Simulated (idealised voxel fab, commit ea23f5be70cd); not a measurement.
This is a process module. Its name is voxel capacitor over wiring.
Cross-sectional view cut (width: 205 nm; square cell size: 5 nm).
A cross-section is written here as square cells arranged in a grid, and it is given in bands from the top down, each band taking up one or more rows of cells.
Top, bottom (nm), then materials left to right with widths (nm); lone material tagged "edge to edge" fills the whole band edge to edge; "air" = empty space.
Where do heights start? At 0: under that level the wafer as delivered is made of one material only. And the lowest band has no floor; it just carries on downward, as in "0 nm and below".
Graded width ("30 to 40"): value in top row of band = first number; value in bottom row = second number; row-to-row change constant.
Take "same as before" at face value: in the step it is given for, the cross-section changed in none of its cells.
Under "Enclosed void listing" you'll find the enclosed gaps, the ones with no way out to the top, that are 8 cells or bigger; each reads width x height at distance, with distance counted from the left edge, everything in nm.
Post-settings text on a step line: simulator's own remark regarding the step.
overlay nm: step with mask; distance mask lay right of planned place; negative value = left of planned place.

Steps planned for the process:
1 RECEIVE, material Si
2 CONFORMAL_DEP, material SiO2, thk nm 10
3 CONFORMAL_DEP, material SiCN, thk nm 5
4 DIRECTIONAL_DEP, material lowk, thk nm 15
5 PATTERN, tone open, mask id METAL_1, material resist, width nm 15, pitch nm 95, thk nm 15, overlay nm 0
6 DIRECTIONAL_ETCH, etch materials lowk, depth nm 15
7 DIRECTIONAL_ETCH, etch materials SiCN, depth nm 5
8 STRIP, etch materials resist
9 CONFORMAL_DEP, material TiN, thk nm 5
10 FILL_DEP, material Cu, thk nm 5
11 CMP, height nm 30
12 EPI, material Ru, thk nm 5
13 FILL_DEP, material SiCN, thk nm 5
14 DIRECTIONAL_DEP, material lowk, thk nm 15
15 DIRECTIONAL_DEP, material aC, thk nm 15
16 PATTERN, tone open, mask id PLUG_1, material resist, width nm 15, thk nm 35, overlay nm 0
17 DIRECTIONAL_ETCH, etch materials aC, depth nm 15
18 STRIP, etch materials resist
19 DIRECTIONAL_ETCH, etch materials lowk, depth nm 15
20 DIRECTIONAL_ETCH, etch materials SiCN, depth nm 5
21 STRIP, etch materials aC
22 EPI, material Ru, thk nm 10
23 EPI, material Ru, thk nm 10
24 DIRECTIONAL_DEP, material TiN, thk nm 10
25 DIRECTIONAL_DEP, material Al2O3, thk nm 5
26 DIRECTIONAL_DEP, material TiN, thk nm 5
27 MASKED_ETCH, tone cover, mask id UPPER_PLATE, width nm 75, etch materials TiN, depth nm 5, overlay nm 0
28 MASKED_ETCH, tone cover, mask id UPPER_PLATE, width nm 75, etch materials Al2O3, depth nm 5, overlay nm 0
29 PATTERN, tone cover, mask id LOWER_PLATE, material resist, width nm 85, thk nm 20, overlay nm 0
30 DIRECTIONAL_ETCH, etch materials TiN, depth nm 10
31 STRIP, etch materials resist
32 FILL_DEP, material SiO2, thk nm 20
33 CMP, height nm 90
34 DIRECTIONAL_DEP, material aC, thk nm 10
35 PATTERN, tone open, mask id PLUG_2, material resist, width nm 15, thk nm 30, overlay nm 0
36 DIRECTIONAL_ETCH, etch materials aC, depth nm 10
37 STRIP, etch materials resist
38 DIRECTIONAL_ETCH, etch materials SiO2, depth nm 15
39 STRIP, etch materials aC
40 CONFORMAL_DEP, material TiN, thk nm 5
41 FILL_DEP, material Ru, thk nm 5
42 CMP, height nm 90
43 CONFORMAL_DEP, material SiN, thk nm 5
The plan's step 5 width nm is the first wafer's value; the wafers differ in this setting and start identical.

Cross-section of the first of several wafers as received (after step 1):
* 0 nm and below | Si edge to edge
* Enclosed void listing: none

Wafer rows; end of module; cells per material since receipt: (+) gained, (-) lost; then closed voids:
width nm 15 | +15 Al2O3 | +6 Cu | +24 Ru | +104 SiCN | +41 SiN | +296 SiO2 | +74 TiN | +219 lowk | Enclosed void listing: none
width nm 20 | +15 Al2O3 | +12 Cu | +26 Ru | +100 SiCN | +41 SiN | +296 SiO2 | +76 TiN | +213 lowk | Enclosed void listing: none
width nm 25 | +15 Al2O3 | +18 Cu | +28 Ru | +96 SiCN | +41 SiN | +296 SiO2 | +78 TiN | +207 lowk | Enclosed void listing: none
width nm 30 | +15 Al2O3 | +24 Cu | +30 Ru | +92 SiCN | +41 SiN | +296 SiO2 | +80 TiN | +201 lowk | Enclosed void listing: none
width nm 35 | +15 Al2O3 | +30 Cu | +32 Ru | +88 SiCN | +41 SiN | +296 SiO2 | +82 TiN | +195 lowk | Enclosed void listing: none
width nm 40 | +15 Al2O3 | +36 Cu | +34 Ru | +84 SiCN | +41 SiN | +296 SiO2 | +84 TiN | +189 lowk | Enclosed void listing: none
